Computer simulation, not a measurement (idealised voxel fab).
process module | voxel spacer lines
cross-section cut | 210 nm wide | cells 5 nm
A cross-section is a grid of square cells, given in bands from the top down. A band is one or more rows of cells.
Each band's line starts with the height of the band's top and of its bottom, in nm. Then come its materials from left to right, each with its width in nm. One material with "throughout" fills the band from edge to edge. "air" is empty space.
Height 0 is the level under which the wafer as received is all one material. The lowest band goes on downwards, as in "0 down".
A width such as "30 to 40" changes by the same amount from each row of cells to the next, from the band's top row to its bottom row.
"no change" after a step means that no cell of the cross-section changed.
closed voids: empty space of 8 cells or more with no open way to the top, each as width x height at its distance from the left edge, in nm
after a step's settings: what the simulator itself notes on the step
overlay nm, on a step with a mask: how far to the right of its planned place the mask lay; to the left if negative
plan
1 op RECEIVE | material Si
2 op CONFORMAL_DEP | material Al2O3 | thk nm 10
3 op DIRECTIONAL_DEP | material TiN | thk nm 10
4 op DIRECTIONAL_DEP | material polySi | thk nm 30
5 op PATTERN | tone cover | mask id MANDREL | material resist | width nm 15 | pitch nm 50 | thk nm 40 | overlay nm 0
6 op DIRECTIONAL_ETCH | etch materials polySi | depth nm 30
7 op STRIP | etch materials resist
8 op CONFORMAL_DEP | material SiO2 | thk nm 10
9 op DIRECTIONAL_ETCH | etch materials SiO2 | depth nm 10
10 op STRIP | etch materials polySi
11 op DIRECTIONAL_ETCH | etch materials TiN | depth nm 10
12 op STRIP | etch materials SiO2
first wafer, as planned
as received, after step 1
  0 down: Si throughout
  closed voids: none
after step 2
  10 to 0: Al2O3 throughout
  below 0: unchanged
after step 3
  20 to 10: TiN throughout
  below 10: unchanged
after step 4
  50 to 20: polySi throughout
  below 20: unchanged
after step 5
  90 to 50: air 45 | resist 15 | air 35 | resist 15 | air 35 | resist 15 | air 50
  below 50: unchanged
after step 6
  90 to 50: air 45 | resist 15 | air 35 | resist 15 | air 35 | resist 15 | air 50
  50 to 20: air 45 | polySi 15 | air 35 | polySi 15 | air 35 | polySi 15 | air 50
  below 20: unchanged
after step 7
  50 to 20: air 45 | polySi 15 | air 35 | polySi 15 | air 35 | polySi 15 | air 50
  below 20: unchanged
after step 8
  60 to 50: air 35 | SiO2 35 | air 15 | SiO2 35 | air 15 | SiO2 35 | air 40
  50 to 30: air 35 | SiO2 10 | polySi 15 | SiO2 10 | air 15 | SiO2 10 | polySi 15 | SiO2 10 | air 15 | SiO2 10 | polySi 15 | SiO2 10 | air 40
  30 to 20: SiO2 45 | polySi 15 | SiO2 35 | polySi 15 | SiO2 35 | polySi 15 | SiO2 50
  below 20: unchanged
after step 9
  50 to 20: air 35 | SiO2 10 | polySi 15 | SiO2 10 | air 15 | SiO2 10 | polySi 15 | SiO2 10 | air 15 | SiO2 10 | polySi 15 | SiO2 10 | air 40
  below 20: unchanged
after step 10
  50 to 20: air 35 | SiO2 10 | air 15 | SiO2 10 | air 15 | SiO2 10 | air 15 | SiO2 10 | air 15 | SiO2 10 | air 15 | SiO2 10 | air 40
  below 20: unchanged
after step 11
  50 to 20: air 35 | SiO2 10 | air 15 | SiO2 10 | air 15 | SiO2 10 | air 15 | SiO2 10 | air 15 | SiO2 10 | air 15 | SiO2 10 | air 40
  20 to 10: air 35 | TiN 10 | air 15 | TiN 10 | air 15 | TiN 10 | air 15 | TiN 10 | air 15 | TiN 10 | air 15 | TiN 10 | air 40
  below 10: unchanged
after step 12
  20 to 10: air 35 | TiN 10 | air 15 | TiN 10 | air 15 | TiN 10 | air 15 | TiN 10 | air 15 | TiN 10 | air 15 | TiN 10 | air 40
  below 10: unchanged
second wafer: like start, like plan, one mistake. Through step 2 it matches the first wafer
when step 3 should have ended
  25 to 10: TiN throughout
  below 10: unchanged
when step 4 should have ended
  55 to 25: polySi throughout
  below 25: unchanged
when step 5 should have ended
  95 to 55: air 45 | resist 15 | air 35 | resist 15 | air 35 | resist 15 | air 50
  below 55: unchanged
when step 6 should have ended
  95 to 55: air 45 | resist 15 | air 35 | resist 15 | air 35 | resist 15 | air 50
  55 to 25: air 45 | polySi 15 | air 35 | polySi 15 | air 35 | polySi 15 | air 50
  below 25: unchanged
when step 7 should have ended
  55 to 25: air 45 | polySi 15 | air 35 | polySi 15 | air 35 | polySi 15 | air 50
  below 25: unchanged
when step 8 should have ended
  65 to 55: air 35 | SiO2 35 | air 15 | SiO2 35 | air 15 | SiO2 35 | air 40
  55 to 35: air 35 | SiO2 10 | polySi 15 | SiO2 10 | air 15 | SiO2 10 | polySi 15 | SiO2 10 | air 15 | SiO2 10 | polySi 15 | SiO2 10 | air 40
  35 to 25: SiO2 45 | polySi 15 | SiO2 35 | polySi 15 | SiO2 35 | polySi 15 | SiO2 50
  below 25: unchanged
when step 9 should have ended
  55 to 25: air 35 | SiO2 10 | polySi 15 | SiO2 10 | air 15 | SiO2 10 | polySi 15 | SiO2 10 | air 15 | SiO2 10 | polySi 15 | SiO2 10 | air 40
  below 25: unchanged
when step 10 should have ended
  55 to 25: air 35 | SiO2 10 | air 15 | SiO2 10 | air 15 | SiO2 10 | air 15 | SiO2 10 | air 15 | SiO2 10 | air 15 | SiO2 10 | air 40
  below 25: unchanged
when step 11 should have ended
  55 to 25: air 35 | SiO2 10 | air 15 | SiO2 10 | air 15 | SiO2 10 | air 15 | SiO2 10 | air 15 | SiO2 10 | air 15 | SiO2 10 | air 40
  25 to 15: air 35 | TiN 10 | air 15 | TiN 10 | air 15 | TiN 10 | air 15 | TiN 10 | air 15 | TiN 10 | air 15 | TiN 10 | air 40
  below 15: unchanged
when step 12 should have ended
  25 to 15: air 35 | TiN 10 | air 15 | TiN 10 | air 15 | TiN 10 | air 15 | TiN 10 | air 15 | TiN 10 | air 15 | TiN 10 | air 40
  below 15: unchanged
what went wrong: step 3 ran as: op DIRECTIONAL_DEP | material TiN | thk nm 15
at the end the second wafer has, in cells: 42 more of TiN
